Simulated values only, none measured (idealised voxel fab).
process module | voxel self aligned vias
cross-section cut | 235 nm wide | cells 5 nm
A cross-section is a grid of square cells, given in bands from the top down. A band is one or more rows of cells.
Each band's line starts with the height of the band's top and of its bottom, in nm. Then come its materials from left to right, each with its width in nm. One material with "throughout" fills the band from edge to edge. "air" is empty space.
Height 0 is the level under which the wafer as received is all one material. The lowest band goes on downwards, as in "0 down".
A width such as "30 to 40" changes by the same amount from each row of cells to the next, from the band's top row to its bottom row.
"no change" after a step means that no cell of the cross-section changed.
closed voids: empty space of 8 cells or more with no open way to the top, each as width x height at its distance from the left edge, in nm
after a step's settings: what the simulator itself notes on the step
overlay nm, on a step with a mask: how far to the right of its planned place the mask lay; to the left if negative
plan
1 op RECEIVE | material Si
2 op CONFORMAL_DEP | material SiO2 | thk nm 10
3 op CONFORMAL_DEP | material SiCN | thk nm 5
4 op DIRECTIONAL_DEP | material lowk | thk nm 20
5 op PATTERN | tone open | mask id LINES | material resist | width nm 25 | pitch nm 65 | thk nm 15 | overlay nm 0
6 op DIRECTIONAL_ETCH | etch materials lowk | depth nm 20
7 op STRIP | etch materials resist
8 op CONFORMAL_DEP | material TiN | thk nm 5
9 op FILL_DEP | material Ru | thk nm 5
10 op CMP | height nm 35
11 op SELECTIVE_ETCH | etch materials W Ru TiN | depth nm 10
12 op FILL_DEP | material SiN | thk nm 10
13 op CMP | height nm 35
14 op DIRECTIONAL_DEP | material lowk | thk nm 20
15 op DIRECTIONAL_DEP | material aC | thk nm 10
16 op PATTERN | tone open | mask id VIAS | material resist | width nm 35 | thk nm 30 | overlay nm 0
17 op DIRECTIONAL_ETCH | etch materials aC | depth nm 10
18 op STRIP | etch materials resist
19 op DIRECTIONAL_ETCH | etch materials lowk | depth nm 20
20 op DIRECTIONAL_ETCH | etch materials SiN | depth nm 10
21 op STRIP | etch materials aC
22 op CONFORMAL_DEP | material TiN | thk nm 5
23 op FILL_DEP | material W | thk nm 10
24 op CMP | height nm 55
25 op CONFORMAL_DEP | material SiN | thk nm 5
first wafer, as planned
as received, after step 1
  0 down: Si throughout
  closed voids: none
after step 2
  10 to 0: SiO2 throughout
  below 0: unchanged
after step 3
  15 to 10: SiCN throughout
  below 10: unchanged
after step 4
  35 to 15: lowk throughout
  below 15: unchanged
after step 5
  50 to 35: resist 70 | air 25 | resist 40 | air 25 | resist 75
  below 35: unchanged
after step 6
  50 to 35: resist 70 | air 25 | resist 40 | air 25 | resist 75
  35 to 15: lowk 70 | air 25 | lowk 40 | air 25 | lowk 75
  below 15: unchanged
after step 7
  35 to 15: lowk 70 | air 25 | lowk 40 | air 25 | lowk 75
  below 15: unchanged
after step 8
  40 to 35: TiN 75 | air 15 | TiN 50 | air 15 | TiN 80
  35 to 20: lowk 70 | TiN 5 | air 15 | TiN 5 | lowk 40 | TiN 5 | air 15 | TiN 5 | lowk 75
  20 to 15: lowk 70 | TiN 25 | lowk 40 | TiN 25 | lowk 75
  below 15: unchanged
after step 9
  45 to 40: Ru throughout
  40 to 35: TiN 75 | Ru 15 | TiN 50 | Ru 15 | TiN 80
  35 to 20: lowk 70 | TiN 5 | Ru 15 | TiN 5 | lowk 40 | TiN 5 | Ru 15 | TiN 5 | lowk 75
  below 20: unchanged
after step 10
  35 to 20: lowk 70 | TiN 5 | Ru 15 | TiN 5 | lowk 40 | TiN 5 | Ru 15 | TiN 5 | lowk 75
  below 20: unchanged
after step 11
  35 to 25: lowk 70 | air 25 | lowk 40 | air 25 | lowk 75
  below 25: unchanged
after step 12
  45 to 35: SiN throughout
  35 to 25: lowk 70 | SiN 25 | lowk 40 | SiN 25 | lowk 75
  below 25: unchanged
after step 13
  35 to 25: lowk 70 | SiN 25 | lowk 40 | SiN 25 | lowk 75
  below 25: unchanged
after step 14
  55 to 35: lowk throughout
  below 35: unchanged
after step 15
  65 to 55: aC throughout
  below 55: unchanged
after step 16
  95 to 65: resist 65 | air 35 | resist 135
  below 65: unchanged
after step 17
  85 to 65: resist 65 | air 35 | resist 135
  65 to 55: aC 65 | air 35 | aC 135
  below 55: unchanged
after step 18
  65 to 55: aC 65 | air 35 | aC 135
  below 55: unchanged
after step 19
  65 to 55: aC 65 | air 35 | aC 135
  55 to 35: lowk 65 | air 35 | lowk 135
  below 35: unchanged
after step 20
  65 to 55: aC 65 | air 35 | aC 135
  55 to 35: lowk 65 | air 35 | lowk 135
  35 to 25: lowk 70 | air 25 | lowk 40 | SiN 25 | lowk 75
  below 25: unchanged
after step 21
  55 to 35: lowk 65 | air 35 | lowk 135
  below 35: unchanged
after step 22
  60 to 55: TiN 70 | air 25 | TiN 140
  55 to 40: lowk 65 | TiN 5 | air 25 | TiN 5 | lowk 135
  40 to 35: lowk 65 | TiN 10 | air 15 | TiN 10 | lowk 135
  35 to 30: lowk 70 | TiN 5 | air 15 | TiN 5 | lowk 40 | SiN 25 | lowk 75
  30 to 25: lowk 70 | TiN 25 | lowk 40 | SiN 25 | lowk 75
  below 25: unchanged
after step 23
  70 to 60: W throughout
  60 to 55: TiN 70 | W 25 | TiN 140
  55 to 40: lowk 65 | TiN 5 | W 25 | TiN 5 | lowk 135
  40 to 35: lowk 65 | TiN 10 | W 15 | TiN 10 | lowk 135
  35 to 30: lowk 70 | TiN 5 | W 15 | TiN 5 | lowk 40 | SiN 25 | lowk 75
  below 30: unchanged
after step 24
  55 to 40: lowk 65 | TiN 5 | W 25 | TiN 5 | lowk 135
  below 40: unchanged
after step 25
  60 to 55: SiN throughout
  below 55: unchanged
second wafer: like start, like plan, one mistake. Through step 23 it matches the first wafer
when step 24 should have ended
  65 to 60: W throughout
  below 60: unchanged
when step 25 should have ended
  70 to 65: SiN throughout
  below 65: unchanged
what went wrong: step 24 ran as: op CMP | height nm 65
at the end the second wafer has, in cells: 42 more of TiN | 52 more of W
